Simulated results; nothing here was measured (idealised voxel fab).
process module | voxel self aligned vias
cross-section cut | 235 nm wide | cells 5 nm
A cross-section is a grid of square cells, given in bands from the top down. A band is one or more rows of cells.
Each band's line starts with the height of the band's top and of its bottom, in nm. Then come its materials from left to right, each with its width in nm. One material with "throughout" fills the band from edge to edge. "air" is empty space.
Height 0 is the level under which the wafer as received is all one material. The lowest band goes on downwards, as in "0 down".
A width such as "30 to 40" changes by the same amount from each row of cells to the next, from the band's top row to its bottom row.
"no change" after a step means that no cell of the cross-section changed.
closed voids: empty space of 8 cells or more with no open way to the top, each as width x height at its distance from the left edge, in nm
after a step's settings: what the simulator itself notes on the step
overlay nm, on a step with a mask: how far to the right of its planned place the mask lay; to the left if negative
plan
1 op RECEIVE | material Si
2 op CONFORMAL_DEP | material SiO2 | thk nm 10
3 op CONFORMAL_DEP | material SiCN | thk nm 5
4 op DIRECTIONAL_DEP | material SiO2 | thk nm 20
5 op PATTERN | tone open | mask id LINES | material resist | width nm 30 | pitch nm 70 | thk nm 20 | overlay nm 0
6 op DIRECTIONAL_ETCH | etch materials SiO2 | depth nm 20
7 op STRIP | etch materials resist
8 op CONFORMAL_DEP | material TiN | thk nm 5
9 op FILL_DEP | material Ru | thk nm 5
10 op CMP | height nm 35
11 op SELECTIVE_ETCH | etch materials W Ru TiN | depth nm 10
12 op FILL_DEP | material SiN | thk nm 5
13 op CMP | height nm 35
14 op DIRECTIONAL_DEP | material SiO2 | thk nm 15
15 op DIRECTIONAL_DEP | material aC | thk nm 15
16 op PATTERN | tone open | mask id VIAS | material resist | width nm 50 | pitch nm 70 | thk nm 35 | overlay nm 0
17 op DIRECTIONAL_ETCH | etch materials aC | depth nm 15
18 op STRIP | etch materials resist
19 op DIRECTIONAL_ETCH | etch materials SiO2 | depth nm 15
20 op DIRECTIONAL_ETCH | etch materials SiN | depth nm 10
21 op STRIP | etch materials aC
22 op CONFORMAL_DEP | material TiN | thk nm 5
23 op FILL_DEP | material W | thk nm 5
24 op CMP | height nm 50
25 op CONFORMAL_DEP | material SiCN | thk nm 5
as received, after step 1
  0 down: Si throughout
  closed voids: none
a wafer at the end: this start, this plan, one mistake
  55 to 50: SiCN throughout
  50 to 40: SiO2 20 | TiN 5 | W 40 | TiN 5 | SiO2 20 | TiN 5 | W 40 | TiN 5 | SiO2 20 | TiN 5 | W 40 | TiN 5 | SiO2 25
  40 to 35: SiO2 20 | TiN 50 | SiO2 20 | TiN 50 | SiO2 20 | TiN 50 | SiO2 25
  35 to 30: SiCN throughout
  30 to 0: SiO2 throughout
  0 down: Si throughout
  closed voids: none
what went wrong: steps 3 and 4 were swapped
